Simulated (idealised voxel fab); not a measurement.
The process module that follows is named voxel wiring stack.
Xsec cut, 185 nm wide, square cell size 5 nm.
Think of the cross-section as a grid of square cells. We describe it in bands, top to bottom, and each band covers one or more rows of those cells.
The band entry comprises the height of the band's top followed by the height of its bottom, expressed in nm, and subsequently the band's materials from left to right, each stated together with its width in nm. Where a single material is marked with the word "everywhere", that material fills the band from edge to edge. The word "air" represents empty space.
Heights are measured from 0, the level below which the as-received wafer is all one material; the lowest band has no bottom and continues downward, written as in "top 0, no bottom".
It should be noted that a width expressed as "30 to 40" varies in equal increments from row to row of cells within the band, taking the value of the first number at the top row and that of the second number at the bottom row.
Step marked "no change"? Then no cell in the cross-section changed in it.
"Closed voids list": sealed empty spaces, 8 cells or more, no open way to top, listed width x height at distance, with distance from the left edge and width, height and distance in nm.
That trailing text on a step's line, after the settings, is the simulator's own remark on the step.
The "overlay nm" setting may appear on a step's line; for a step that uses a mask, it gives how far to the right of its planned position the mask lay, and a negative value indicates the left.
Each pair of cross-sections that follows straddles one process step: the one shows the state before the step, the other the state after it, down to the lowest band that changed and no further. The step in question, and its settings, are given under the pair. Note that a pair is not necessarily a continuation of the pair above it, since pairs can come from different runs of this module on the same starting wafer; it is a continuation only where its entry headed "Pre-process state" says so.

# Pre-process state
	top 170, bottom 165 = air 55 nm, then SiN 30 nm, then air 15 nm, then SiN 30 nm, then air 55 nm
	top 165, bottom 140 = air 55 nm, then SiN 5 nm, then W 20 nm, then SiN 5 nm, then air 15 nm, then SiN 5 nm, then W 20 nm, then SiN 5 nm, then air 55 nm
	top 140, bottom 135 = SiN 60 nm, then TiN 20 nm, then SiN 25 nm, then TiN 20 nm, then SiN 60 nm
	top 135, bottom 125 = lowk 60 nm, then Ru 15 nm, then lowk 30 nm, then Ru 15 nm, then lowk 65 nm
	top 125, bottom 120 = SiCN 60 nm, then Ru 15 nm, then SiCN 30 nm, then Ru 15 nm, then SiCN 65 nm
	top 120, bottom 95 = SiO2 60 nm, then TiN 5 nm, then Cu 10 nm, then TiN 5 nm, then SiO2 25 nm, then TiN 5 nm, then Cu 10 nm, then TiN 5 nm, then SiO2 60 nm
	top 95, bottom 90 = SiCN 60 nm, then TiN 20 nm, then SiCN 25 nm, then TiN 20 nm, then SiCN 60 nm
	top 90, bottom 80 = lowk 60 nm, then TiN 5 nm, then W 5 nm, then TiN 5 nm, then lowk 110 nm
	top 80, bottom 75 = SiCN 60 nm, then TiN 15 nm, then SiCN 110 nm
	top 75, bottom 60 = SiO2 60 nm, then TiN 5 nm, then Cu 10 nm, then TiN 5 nm, then SiO2 25 nm, then TiN 5 nm, then Cu 10 nm, then TiN 5 nm, then SiO2 60 nm
	top 60, bottom 55 = SiO2 60 nm, then TiN 5 nm, then Cu 5 nm, then TiN 10 nm, then SiO2 25 nm, then TiN 5 nm, then Cu 5 nm, then TiN 10 nm, then SiO2 60 nm
	top 55, bottom 40 = SiO2 60 nm, then TiN 5 nm, then Cu 5 nm, then TiN 5 nm, then SiO2 30 nm, then TiN 5 nm, then Cu 5 nm, then TiN 5 nm, then SiO2 65 nm
	top 40, bottom 35 = SiCN 60 nm, then TiN 15 nm, then SiCN 30 nm, then TiN 15 nm, then SiCN 65 nm
	top 35, bottom 20 = lowk 65 nm, then SiN 5 nm, then W 20 nm, then SiN 5 nm, then lowk 15 nm, then SiN 5 nm, then W 20 nm, then SiN 5 nm, then lowk 45 nm
	top 20, bottom 15 = SiN 70 nm, then TiN 20 nm, then SiN 25 nm, then TiN 20 nm, then SiN 50 nm
	top 15, bottom 0 = SiO2 everywhere
	top 0, no bottom = Si everywhere
	Closed voids list: none

# Resulting Cross-Section
	top 180, bottom 170 = SiO2 everywhere
	top 170, bottom 165 = SiO2 55 nm, then SiN 30 nm, then SiO2 15 nm, then SiN 30 nm, then SiO2 55 nm
	top 165, bottom 140 = SiO2 55 nm, then SiN 5 nm, then W 20 nm, then SiN 5 nm, then SiO2 15 nm, then SiN 5 nm, then W 20 nm, then SiN 5 nm, then SiO2 55 nm
	For the remainder of the cross-section, below 140, there is no change.
	Closed voids list: none
Operation between the pre and post cross-sections above: FILL_DEP with material SiO2, thk nm 10

Pre-process state: The initial state for this step is given by the after cross-section of the immediately preceding pair.

# Resulting Cross-Section
	top 165, bottom 140 = SiO2 55 nm, then SiN 5 nm, then W 20 nm, then SiN 5 nm, then SiO2 15 nm, then SiN 5 nm, then W 20 nm, then SiN 5 nm, then SiO2 55 nm
	For the remainder of the cross-section, below 140, there is no change.
	Closed voids list: none
Operation between the pre and post cross-sections above: CMP with height nm 165

Pre-process state: The initial state for this step is given by the after cross-section of the immediately preceding pair.

# Resulting Cross-Section
	top 170, bottom 165 = SiN everywhere
	For the remainder of the cross-section, below 165, there is no change.
	Closed voids list: none
Operation between the pre and post cross-sections above: CONFORMAL_DEP with material SiN, thk nm 5

# Pre-process state
	top 125, bottom 120 = TiN 65 nm, then air 10 nm, then TiN 35 nm, then air 10 nm, then TiN 65 nm
	top 120, bottom 95 = SiO2 60 nm, then TiN 5 nm, then air 10 nm, then TiN 5 nm, then SiO2 25 nm, then TiN 5 nm, then air 10 nm, then TiN 5 nm, then SiO2 60 nm
	top 95, bottom 90 = SiCN 60 nm, then TiN 20 nm, then SiCN 25 nm, then TiN 20 nm, then SiCN 60 nm
	top 90, bottom 80 = lowk 60 nm, then TiN 5 nm, then W 5 nm, then TiN 5 nm, then lowk 110 nm
	top 80, bottom 75 = SiCN 60 nm, then TiN 15 nm, then SiCN 110 nm
	top 75, bottom 60 = SiO2 60 nm, then TiN 5 nm, then Cu 10 nm, then TiN 5 nm, then SiO2 25 nm, then TiN 5 nm, then Cu 10 nm, then TiN 5 nm, then SiO2 60 nm
	top 60, bottom 55 = SiO2 60 nm, then TiN 5 nm, then Cu 5 nm, then TiN 10 nm, then SiO2 25 nm, then TiN 5 nm, then Cu 5 nm, then TiN 10 nm, then SiO2 60 nm
	top 55, bottom 40 = SiO2 60 nm, then TiN 5 nm, then Cu 5 nm, then TiN 5 nm, then SiO2 30 nm, then TiN 5 nm, then Cu 5 nm, then TiN 5 nm, then SiO2 65 nm
	top 40, bottom 35 = SiCN 60 nm, then TiN 15 nm, then SiCN 30 nm, then TiN 15 nm, then SiCN 65 nm
	top 35, bottom 20 = lowk 55 nm, then SiN 5 nm, then W 20 nm, then SiN 5 nm, then lowk 15 nm, then SiN 5 nm, then W 20 nm, then SiN 5 nm, then lowk 55 nm
	top 20, bottom 15 = SiN 60 nm, then TiN 20 nm, then SiN 25 nm, then TiN 20 nm, then SiN 60 nm
	top 15, bottom 0 = SiO2 everywhere
	top 0, no bottom = Si everywhere
	Closed voids list: none

# Resulting Cross-Section
	top 135, bottom 125 = Ru everywhere
	top 125, bottom 120 = TiN 65 nm, then Ru 10 nm, then TiN 35 nm, then Ru 10 nm, then TiN 65 nm
	top 120, bottom 95 = SiO2 60 nm, then TiN 5 nm, then Ru 10 nm, then TiN 5 nm, then SiO2 25 nm, then TiN 5 nm, then Ru 10 nm, then TiN 5 nm, then SiO2 60 nm
	For the remainder of the cross-section, below 95, there is no change.
	Closed voids list: none
Operation between the pre and post cross-sections above: FILL_DEP with material Ru, thk nm 10

Pre-process state: The initial state for this step is given by the after cross-section of the immediately preceding pair.

# Resulting Cross-Section
	top 120, bottom 95 = SiO2 60 nm, then TiN 5 nm, then Ru 10 nm, then TiN 5 nm, then SiO2 25 nm, then TiN 5 nm, then Ru 10 nm, then TiN 5 nm, then SiO2 60 nm
	For the remainder of the cross-section, below 95, there is no change.
	Closed voids list: none
Operation between the pre and post cross-sections above: CMP with height nm 120

Pre-process state: The initial state for this step is given by the after cross-section of the immediately preceding pair.

# Resulting Cross-Section
	top 125, bottom 120 = SiCN everywhere
	For the remainder of the cross-section, below 120, there is no change.
	Closed voids list: none
Operation between the pre and post cross-sections above: CONFORMAL_DEP with material SiCN, thk nm 5

Pre-process state: The initial state for this step is given by the after cross-section of the immediately preceding pair.

# Resulting Cross-Section
	top 135, bottom 125 = lowk everywhere
	For the remainder of the cross-section, below 125, there is no change.
	Closed voids list: none
Operation between the pre and post cross-sections above: DIRECTIONAL_DEP with material lowk, thk nm 10

Pre-process state: The initial state for this step is given by the after cross-section of the immediately preceding pair.

# Resulting Cross-Section
	top 150, bottom 135 = resist 60 nm, then air 15 nm, then resist 30 nm, then air 15 nm, then resist 65 nm
	For the remainder of the cross-section, below 135, there is no change.
	Closed voids list: none
Operation between the pre and post cross-sections above: PATTERN with tone open, mask id PLUG_3, material resist, width nm 15, pitch nm 45, thk nm 15, overlay nm 0

Pre-process state: The initial state for this step is given by the after cross-section of the immediately preceding pair.

# Resulting Cross-Section
	top 150, bottom 135 = resist 60 nm, then air 15 nm, then resist 30 nm, then air 15 nm, then resist 65 nm
	top 135, bottom 125 = lowk 60 nm, then air 15 nm, then lowk 30 nm, then air 15 nm, then lowk 65 nm
	For the remainder of the cross-section, below 125, there is no change.
	Closed voids list: none
Operation between the pre and post cross-sections above: DIRECTIONAL_ETCH with etch materials lowk, depth nm 10

Pre-process state: The initial state for this step is given by the after cross-section of the immediately preceding pair.

# Resulting Cross-Section
	top 150, bottom 135 = resist 60 nm, then air 15 nm, then resist 30 nm, then air 15 nm, then resist 65 nm
	top 135, bottom 125 = lowk 60 nm, then air 15 nm, then lowk 30 nm, then air 15 nm, then lowk 65 nm
	top 125, bottom 120 = SiCN 60 nm, then air 15 nm, then SiCN 30 nm, then air 15 nm, then SiCN 65 nm
	For the remainder of the cross-section, below 120, there is no change.
	Closed voids list: none
Operation between the pre and post cross-sections above: DIRECTIONAL_ETCH with etch materials SiCN, depth nm 5

Pre-process state: The initial state for this step is given by the after cross-section of the immediately preceding pair.

# Resulting Cross-Section
	top 135, bottom 125 = lowk 60 nm, then air 15 nm, then lowk 30 nm, then air 15 nm, then lowk 65 nm
	For the remainder of the cross-section, below 125, there is no change.
	Closed voids list: none
Operation between the pre and post cross-sections above: STRIP with etch materials resist

Pre-process state: The initial state for this step is given by the after cross-section of the immediately preceding pair.

# Resulting Cross-Section
	top 135, bottom 130 = lowk 60 nm, then air 15 nm, then lowk 30 nm, then air 15 nm, then lowk 65 nm
	top 130, bottom 125 = lowk 60 nm, then Ru 15 nm, then lowk 30 nm, then Ru 15 nm, then lowk 65 nm
	top 125, bottom 120 = SiCN 60 nm, then Ru 15 nm, then SiCN 30 nm, then Ru 15 nm, then SiCN 65 nm
	For the remainder of the cross-section, below 120, there is no change.
	Closed voids list: none
Operation between the pre and post cross-sections above: EPI with material Ru, thk nm 10

Pre-process state: The initial state for this step is given by the after cross-section of the immediately preceding pair.

# Resulting Cross-Section
	top 135, bottom 125 = lowk 60 nm, then Ru 15 nm, then lowk 30 nm, then Ru 15 nm, then lowk 65 nm
	For the remainder of the cross-section, below 125, there is no change.
	Closed voids list: none
Operation between the pre and post cross-sections above: EPI with material Ru, thk nm 5

Pre-process state: The initial state for this step is given by the after cross-section of the immediately preceding pair.

# Resulting Cross-Section
	top 140, bottom 135 = TiN everywhere
	For the remainder of the cross-section, below 135, there is no change.
	Closed voids list: none
Operation between the pre and post cross-sections above: DIRECTIONAL_DEP with material TiN, thk nm 5

Pre-process state: The initial state for this step is given by the after cross-section of the immediately preceding pair.

# Resulting Cross-Section
	top 165, bottom 140 = W everywhere
	For the remainder of the cross-section, below 140, there is no change.
	Closed voids list: none
Operation between the pre and post cross-sections above: DIRECTIONAL_DEP with material W, thk nm 25

Pre-process state: The initial state for this step is given by the after cross-section of the immediately preceding pair.

# Resulting Cross-Section
	top 165, bottom 140 = air 60 nm, then W 20 nm, then air 25 nm, then W 20 nm, then air 60 nm
	For the remainder of the cross-section, below 140, there is no change.
	Closed voids list: none
Operation between the pre and post cross-sections above: MASKED_ETCH with tone cover, mask id METAL_4, width nm 20, pitch nm 45, etch materials W, depth nm 25, overlay nm 0

Pre-process state: The initial state for this step is given by the after cross-section of the immediately preceding pair.

# Resulting Cross-Section
	top 165, bottom 140 = air 60 nm, then W 20 nm, then air 25 nm, then W 20 nm, then air 60 nm
	top 140, bottom 135 = air 60 nm, then TiN 20 nm, then air 25 nm, then TiN 20 nm, then air 60 nm
	For the remainder of the cross-section, below 135, there is no change.
	Closed voids list: none
Operation between the pre and post cross-sections above: MASKED_ETCH with tone cover, mask id METAL_4, width nm 20, pitch nm 45, etch materials TiN, depth nm 5, overlay nm 0

Pre-process state: The initial state for this step is given by the after cross-section of the immediately preceding pair.

# Resulting Cross-Section
	top 170, bottom 165 = air 55 nm, then SiN 30 nm, then air 15 nm, then SiN 30 nm, then air 55 nm
	top 165, bottom 140 = air 55 nm, then SiN 5 nm, then W 20 nm, then SiN 5 nm, then air 15 nm, then SiN 5 nm, then W 20 nm, then SiN 5 nm, then air 55 nm
	top 140, bottom 135 = SiN 60 nm, then TiN 20 nm, then SiN 25 nm, then TiN 20 nm, then SiN 60 nm
	For the remainder of the cross-section, below 135, there is no change.
	Closed voids list: none
Operation between the pre and post cross-sections above: CONFORMAL_DEP with material SiN, thk nm 5

Pre-process state: The initial state for this step is given by the after cross-section of the immediately preceding pair.

# Resulting Cross-Section
	top 180, bottom 170 = SiO2 everywhere
	top 170, bottom 165 = SiO2 55 nm, then SiN 30 nm, then SiO2 15 nm, then SiN 30 nm, then SiO2 55 nm
	top 165, bottom 140 = SiO2 55 nm, then SiN 5 nm, then W 20 nm, then SiN 5 nm, then SiO2 15 nm, then SiN 5 nm, then W 20 nm, then SiN 5 nm, then SiO2 55 nm
	For the remainder of the cross-section, below 140, there is no change.
	Closed voids list: none
Operation between the pre and post cross-sections above: FILL_DEP with material SiO2, thk nm 10

Pre-process state: The initial state for this step is given by the after cross-section of the immediately preceding pair.

# Resulting Cross-Section
	top 165, bottom 140 = SiO2 55 nm, then SiN 5 nm, then W 20 nm, then SiN 5 nm, then SiO2 15 nm, then SiN 5 nm, then W 20 nm, then SiN 5 nm, then SiO2 55 nm
	For the remainder of the cross-section, below 140, there is no change.
	Closed voids list: none
Operation between the pre and post cross-sections above: CMP with height nm 165

Pre-process state: The initial state for this step is given by the after cross-section of the immediately preceding pair.

# Resulting Cross-Section
	top 170, bottom 165 = SiN everywhere
	For the remainder of the cross-section, below 165, there is no change.
	Closed voids list: none
Operation between the pre and post cross-sections above: CONFORMAL_DEP with material SiN, thk nm 5

# Pre-process state
	top 75, bottom 40 = SiO2 everywhere
	top 40, bottom 35 = SiCN everywhere
	top 35, bottom 20 = lowk 55 nm, then SiN 5 nm, then W 20 nm, then SiN 5 nm, then lowk 15 nm, then SiN 5 nm, then W 20 nm, then SiN 5 nm, then lowk 55 nm
	top 20, bottom 15 = SiN 60 nm, then TiN 20 nm, then SiN 25 nm, then TiN 20 nm, then SiN 60 nm
	top 15, bottom 0 = SiO2 everywhere
	top 0, no bottom = Si everywhere
	Closed voids list: none

# Resulting Cross-Section
	top 75, bottom 55 = air 60 nm, then SiO2 20 nm, then air 25 nm, then SiO2 20 nm, then air 60 nm
	For the remainder of the cross-section, below 55, there is no change.
	Closed voids list: none
Operation between the pre and post cross-sections above: MASKED_ETCH with tone cover, mask id METAL_2, width nm 20, pitch nm 45, etch materials SiO2, depth nm 20, overlay nm 0

Pre-process state: The initial state for this step is given by the after cross-section of the immediately preceding pair.

# Resulting Cross-Section
	top 90, bottom 75 = air 60 nm, then aC 20 nm, then air 25 nm, then aC 20 nm, then air 60 nm
	top 75, bottom 70 = air 60 nm, then SiO2 20 nm, then air 25 nm, then SiO2 20 nm, then air 60 nm
	top 70, bottom 55 = aC 60 nm, then SiO2 20 nm, then aC 25 nm, then SiO2 20 nm, then aC 60 nm
	For the remainder of the cross-section, below 55, there is no change.
	Closed voids list: none
Operation between the pre and post cross-sections above: DIRECTIONAL_DEP with material aC, thk nm 15

Pre-process state: The initial state for this step is given by the after cross-section of the immediately preceding pair.

# Resulting Cross-Section
	top 125, bottom 90 = resist 60 nm, then air 15 nm, then resist 30 nm, then air 15 nm, then resist 65 nm
	top 90, bottom 75 = resist 60 nm, then aC 20 nm, then resist 25 nm, then aC 20 nm, then resist 60 nm
	top 75, bottom 70 = resist 60 nm, then SiO2 20 nm, then resist 25 nm, then SiO2 20 nm, then resist 60 nm
	For the remainder of the cross-section, below 70, there is no change.
	Closed voids list: none
Operation between the pre and post cross-sections above: PATTERN with tone open, mask id METAL_2_HOLES, material resist, width nm 15, pitch nm 45, thk nm 35, overlay nm 0

Pre-process state: The initial state for this step is given by the after cross-section of the immediately preceding pair.

# Resulting Cross-Section
	top 110, bottom 90 = resist 60 nm, then air 15 nm, then resist 30 nm, then air 15 nm, then resist 65 nm
	top 90, bottom 75 = resist 60 nm, then air 15 nm, then aC 5 nm, then resist 25 nm, then air 15 nm, then aC 5 nm, then resist 60 nm
	For the remainder of the cross-section, below 75, there is no change.
	Closed voids list: none
Operation between the pre and post cross-sections above: DIRECTIONAL_ETCH with etch materials aC, depth nm 15

Pre-process state: The initial state for this step is given by the after cross-section of the immediately preceding pair.

# Resulting Cross-Section
	top 90, bottom 75 = air 75 nm, then aC 5 nm, then air 40 nm, then aC 5 nm, then air 60 nm
	top 75, bottom 70 = air 60 nm, then SiO2 20 nm, then air 25 nm, then SiO2 20 nm, then air 60 nm
	For the remainder of the cross-section, below 70, there is no change.
	Closed voids list: none
Operation between the pre and post cross-sections above: STRIP with etch materials resist

Pre-process state: The initial state for this step is given by the after cross-section of the immediately preceding pair.

# Resulting Cross-Section
	top 90, bottom 75 = air 75 nm, then aC 5 nm, then air 40 nm, then aC 5 nm, then air 60 nm
	top 75, bottom 70 = air 75 nm, then SiO2 5 nm, then air 40 nm, then SiO2 5 nm, then air 60 nm
	top 70, bottom 60 = aC 60 nm, then air 15 nm, then SiO2 5 nm, then aC 25 nm, then air 15 nm, then SiO2 5 nm, then aC 60 nm
	For the remainder of the cross-section, below 60, there is no change.
	Closed voids list: none
Operation between the pre and post cross-sections above: DIRECTIONAL_ETCH with etch materials SiO2, depth nm 15

Pre-process state: The initial state for this step is given by the after cross-section of the immediately preceding pair.

# Resulting Cross-Section
	top 75, bottom 60 = air 75 nm, then SiO2 5 nm, then air 40 nm, then SiO2 5 nm, then air 60 nm
	top 60, bottom 55 = air 60 nm, then SiO2 20 nm, then air 25 nm, then SiO2 20 nm, then air 60 nm
	For the remainder of the cross-section, below 55, there is no change.
	Closed voids list: none
Operation between the pre and post cross-sections above: STRIP with etch materials aC

Pre-process state: The initial state for this step is given by the after cross-section of the immediately preceding pair.

# Resulting Cross-Section
	top 80, bottom 75 = air 70 nm, then TiN 15 nm, then air 30 nm, then TiN 15 nm, then air 55 nm
	top 75, bottom 65 = air 70 nm, then TiN 5 nm, then SiO2 5 nm, then TiN 5 nm, then air 30 nm, then TiN 5 nm, then SiO2 5 nm, then TiN 5 nm, then air 55 nm
	top 65, bottom 60 = air 55 nm, then TiN 20 nm, then SiO2 5 nm, then TiN 5 nm, then air 15 nm, then TiN 20 nm, then SiO2 5 nm, then TiN 5 nm, then air 55 nm
	top 60, bottom 55 = TiN 60 nm, then SiO2 20 nm, then TiN 25 nm, then SiO2 20 nm, then TiN 60 nm
	For the remainder of the cross-section, below 55, there is no change.
	Closed voids list: none
Operation between the pre and post cross-sections above: CONFORMAL_DEP with material TiN, thk nm 5

Pre-process state: The initial state for this step is given by the after cross-section of the immediately preceding pair.

# Resulting Cross-Section
	top 85, bottom 80 = Cu everywhere
	top 80, bottom 75 = Cu 70 nm, then TiN 15 nm, then Cu 30 nm, then TiN 15 nm, then Cu 55 nm
	top 75, bottom 65 = Cu 70 nm, then TiN 5 nm, then SiO2 5 nm, then TiN 5 nm, then Cu 30 nm, then TiN 5 nm, then SiO2 5 nm, then TiN 5 nm, then Cu 55 nm
	top 65, bottom 60 = Cu 55 nm, then TiN 20 nm, then SiO2 5 nm, then TiN 5 nm, then Cu 15 nm, then TiN 20 nm, then SiO2 5 nm, then TiN 5 nm, then Cu 55 nm
	For the remainder of the cross-section, below 60, there is no change.
	Closed voids list: none
Operation between the pre and post cross-sections above: FILL_DEP with material Cu, thk nm 5

Pre-process state: The initial state for this step is given by the after cross-section of the immediately preceding pair.

# Resulting Cross-Section
	top 75, bottom 65 = Cu 70 nm, then TiN 5 nm, then SiO2 5 nm, then TiN 5 nm, then Cu 30 nm, then TiN 5 nm, then SiO2 5 nm, then TiN 5 nm, then Cu 55 nm
	For the remainder of the cross-section, below 65, there is no change.
	Closed voids list: none
Operation between the pre and post cross-sections above: CMP with height nm 75

Pre-process state: The initial state for this step is given by the after cross-section of the immediately preceding pair.

# Resulting Cross-Section
	top 80, bottom 75 = SiCN everywhere
	For the remainder of the cross-section, below 75, there is no change.
	Closed voids list: none
Operation between the pre and post cross-sections above: CONFORMAL_DEP with material SiCN, thk nm 5

Pre-process state: The initial state for this step is given by the after cross-section of the immediately preceding pair.

# Resulting Cross-Section
	top 90, bottom 80 = lowk everywhere
	For the remainder of the cross-section, below 80, there is no change.
	Closed voids list: none
Operation between the pre and post cross-sections above: DIRECTIONAL_DEP with material lowk, thk nm 10

Pre-process state: The initial state for this step is given by the after cross-section of the immediately preceding pair.

# Resulting Cross-Section
	top 110, bottom 90 = resist 60 nm, then air 15 nm, then resist 110 nm
	For the remainder of the cross-section, below 90, there is no change.
	Closed voids list: none
Operation between the pre and post cross-sections above: PATTERN with tone open, mask id PLUG_2, material resist, width nm 15, thk nm 20, overlay nm 0

Pre-process state: The initial state for this step is given by the after cross-section of the immediately preceding pair.

# Resulting Cross-Section
	top 110, bottom 90 = resist 60 nm, then air 15 nm, then resist 110 nm
	top 90, bottom 80 = lowk 60 nm, then air 15 nm, then lowk 110 nm
	For the remainder of the cross-section, below 80, there is no change.
	Closed voids list: none
Operation between the pre and post cross-sections above: DIRECTIONAL_ETCH with etch materials lowk, depth nm 10

Pre-process state: The initial state for this step is given by the after cross-section of the immediately preceding pair.

# Resulting Cross-Section
	top 110, bottom 90 = resist 60 nm, then air 15 nm, then resist 110 nm
	top 90, bottom 80 = lowk 60 nm, then air 15 nm, then lowk 110 nm
	top 80, bottom 75 = SiCN 60 nm, then air 15 nm, then SiCN 110 nm
	For the remainder of the cross-section, below 75, there is no change.
	Closed voids list: none
Operation between the pre and post cross-sections above: DIRECTIONAL_ETCH with etch materials SiCN, depth nm 5

Pre-process state: The initial state for this step is given by the after cross-section of the immediately preceding pair.

# Resulting Cross-Section
	top 90, bottom 80 = lowk 60 nm, then air 15 nm, then lowk 110 nm
	For the remainder of the cross-section, below 80, there is no change.
	Closed voids list: none
Operation between the pre and post cross-sections above: STRIP with etch materials resist

Pre-process state: The initial state for this step is given by the after cross-section of the immediately preceding pair.

# Resulting Cross-Section
	top 95, bottom 90 = TiN 65 nm, then air 5 nm, then TiN 115 nm
	top 90, bottom 80 = lowk 60 nm, then TiN 5 nm, then air 5 nm, then TiN 5 nm, then lowk 110 nm
	top 80, bottom 75 = SiCN 60 nm, then TiN 15 nm, then SiCN 110 nm
	For the remainder of the cross-section, below 75, there is no change.
	Closed voids list: none
Operation between the pre and post cross-sections above: CONFORMAL_DEP with material TiN, thk nm 5

Pre-process state: The initial state for this step is given by the after cross-section of the immediately preceding pair.

# Resulting Cross-Section
	top 100, bottom 95 = W everywhere
	top 95, bottom 90 = TiN 65 nm, then W 5 nm, then TiN 115 nm
	top 90, bottom 80 = lowk 60 nm, then TiN 5 nm, then W 5 nm, then TiN 5 nm, then lowk 110 nm
	For the remainder of the cross-section, below 80, there is no change.
	Closed voids list: none
Operation between the pre and post cross-sections above: FILL_DEP with material W, thk nm 5

Pre-process state: The initial state for this step is given by the after cross-section of the immediately preceding pair.

# Resulting Cross-Section
	top 90, bottom 80 = lowk 60 nm, then TiN 5 nm, then W 5 nm, then TiN 5 nm, then lowk 110 nm
	For the remainder of the cross-section, below 80, there is no change.
	Closed voids list: none
Operation between the pre and post cross-sections above: CMP with height nm 90

Pre-process state: The initial state for this step is given by the after cross-section of the immediately preceding pair.

# Resulting Cross-Section
	top 95, bottom 90 = SiCN everywhere
	For the remainder of the cross-section, below 90, there is no change.
	Closed voids list: none
Operation between the pre and post cross-sections above: CONFORMAL_DEP with material SiCN, thk nm 5

Pre-process state: The initial state for this step is given by the after cross-section of the immediately preceding pair.

# Resulting Cross-Section
	top 120, bottom 95 = SiO2 everywhere
	For the remainder of the cross-section, below 95, there is no change.
	Closed voids list: none
Operation between the pre and post cross-sections above: DIRECTIONAL_DEP with material SiO2, thk nm 25

Pre-process state: The initial state for this step is given by the after cross-section of the immediately preceding pair.

# Resulting Cross-Section
	top 140, bottom 120 = resist 60 nm, then air 20 nm, then resist 25 nm, then air 20 nm, then resist 60 nm
	For the remainder of the cross-section, below 120, there is no change.
	Closed voids list: none
Operation between the pre and post cross-sections above: PATTERN with tone open, mask id METAL_3, material resist, width nm 20, pitch nm 45, thk nm 20, overlay nm 0

Pre-process state: The initial state for this step is given by the after cross-section of the immediately preceding pair.

# Resulting Cross-Section
	top 140, bottom 120 = resist 60 nm, then air 20 nm, then resist 25 nm, then air 20 nm, then resist 60 nm
	top 120, bottom 95 = SiO2 60 nm, then air 20 nm, then SiO2 25 nm, then air 20 nm, then SiO2 60 nm
	For the remainder of the cross-section, below 95, there is no change.
	Closed voids list: none
Operation between the pre and post cross-sections above: DIRECTIONAL_ETCH with etch materials SiO2, depth nm 25

Pre-process state: The initial state for this step is given by the after cross-section of the immediately preceding pair.

# Resulting Cross-Section
	top 140, bottom 120 = resist 60 nm, then air 20 nm, then resist 25 nm, then air 20 nm, then resist 60 nm
	top 120, bottom 95 = SiO2 60 nm, then air 20 nm, then SiO2 25 nm, then air 20 nm, then SiO2 60 nm
	top 95, bottom 90 = SiCN 60 nm, then air 20 nm, then SiCN 25 nm, then air 20 nm, then SiCN 60 nm
	For the remainder of the cross-section, below 90, there is no change.
	Closed voids list: none
Operation between the pre and post cross-sections above: DIRECTIONAL_ETCH with etch materials SiCN, depth nm 5

Pre-process state: The initial state for this step is given by the after cross-section of the immediately preceding pair.

# Resulting Cross-Section
	top 120, bottom 95 = SiO2 60 nm, then air 20 nm, then SiO2 25 nm, then air 20 nm, then SiO2 60 nm
	For the remainder of the cross-section, below 95, there is no change.
	Closed voids list: none
Operation between the pre and post cross-sections above: STRIP with etch materials resist

Pre-process state: The initial state for this step is given by the after cross-section of the immediately preceding pair.

# Resulting Cross-Section
	top 125, bottom 120 = TiN 65 nm, then air 10 nm, then TiN 35 nm, then air 10 nm, then TiN 65 nm
	top 120, bottom 95 = SiO2 60 nm, then TiN 5 nm, then air 10 nm, then TiN 5 nm, then SiO2 25 nm, then TiN 5 nm, then air 10 nm, then TiN 5 nm, then SiO2 60 nm
	top 95, bottom 90 = SiCN 60 nm, then TiN 20 nm, then SiCN 25 nm, then TiN 20 nm, then SiCN 60 nm
	For the remainder of the cross-section, below 90, there is no change.
	Closed voids list: none
Operation between the pre and post cross-sections above: CONFORMAL_DEP with material TiN, thk nm 5

Pre-process state: The initial state for this step is given by the after cross-section of the immediately preceding pair.

# Resulting Cross-Section
	top 135, bottom 125 = Cu everywhere
	top 125, bottom 120 = TiN 65 nm, then Cu 10 nm, then TiN 35 nm, then Cu 10 nm, then TiN 65 nm
	top 120, bottom 95 = SiO2 60 nm, then TiN 5 nm, then Cu 10 nm, then TiN 5 nm, then SiO2 25 nm, then TiN 5 nm, then Cu 10 nm, then TiN 5 nm, then SiO2 60 nm
	For the remainder of the cross-section, below 95, there is no change.
	Closed voids list: none
Operation between the pre and post cross-sections above: FILL_DEP with material Cu, thk nm 10

Pre-process state: The initial state for this step is given by the after cross-section of the immediately preceding pair.

# Resulting Cross-Section
	top 120, bottom 95 = SiO2 60 nm, then TiN 5 nm, then Cu 10 nm, then TiN 5 nm, then SiO2 25 nm, then TiN 5 nm, then Cu 10 nm, then TiN 5 nm, then SiO2 60 nm
	For the remainder of the cross-section, below 95, there is no change.
	Closed voids list: none
Operation between the pre and post cross-sections above: CMP with height nm 120

Pre-process state: The initial state for this step is given by the after cross-section of the immediately preceding pair.

# Resulting Cross-Section
	top 125, bottom 120 = SiCN everywhere
	For the remainder of the cross-section, below 120, there is no change.
	Closed voids list: none
Operation between the pre and post cross-sections above: CONFORMAL_DEP with material SiCN, thk nm 5

Pre-process state: The initial state for this step is given by the after cross-section of the immediately preceding pair.

# Resulting Cross-Section
	top 135, bottom 125 = lowk everywhere
	For the remainder of the cross-section, below 125, there is no change.
	Closed voids list: none
Operation between the pre and post cross-sections above: DIRECTIONAL_DEP with material lowk, thk nm 10

Pre-process state: The initial state for this step is given by the after cross-section of the immediately preceding pair.

# Resulting Cross-Section
	top 150, bottom 135 = resist 60 nm, then air 15 nm, then resist 30 nm, then air 15 nm, then resist 65 nm
	For the remainder of the cross-section, below 135, there is no change.
	Closed voids list: none
Operation between the pre and post cross-sections above: PATTERN with tone open, mask id PLUG_3, material resist, width nm 15, pitch nm 45, thk nm 15, overlay nm 0

Pre-process state: The initial state for this step is given by the after cross-section of the immediately preceding pair.

# Resulting Cross-Section
	top 150, bottom 135 = resist 60 nm, then air 15 nm, then resist 30 nm, then air 15 nm, then resist 65 nm
	top 135, bottom 125 = lowk 60 nm, then air 15 nm, then lowk 30 nm, then air 15 nm, then lowk 65 nm
	For the remainder of the cross-section, below 125, there is no change.
	Closed voids list: none
Operation between the pre and post cross-sections above: DIRECTIONAL_ETCH with etch materials lowk, depth nm 10

Pre-process state: The initial state for this step is given by the after cross-section of the immediately preceding pair.

# Resulting Cross-Section
	top 150, bottom 135 = resist 60 nm, then air 15 nm, then resist 30 nm, then air 15 nm, then resist 65 nm
	top 135, bottom 125 = lowk 60 nm, then air 15 nm, then lowk 30 nm, then air 15 nm, then lowk 65 nm
	top 125, bottom 120 = SiCN 60 nm, then air 15 nm, then SiCN 30 nm, then air 15 nm, then SiCN 65 nm
	For the remainder of the cross-section, below 120, there is no change.
	Closed voids list: none
Operation between the pre and post cross-sections above: DIRECTIONAL_ETCH with etch materials SiCN, depth nm 5
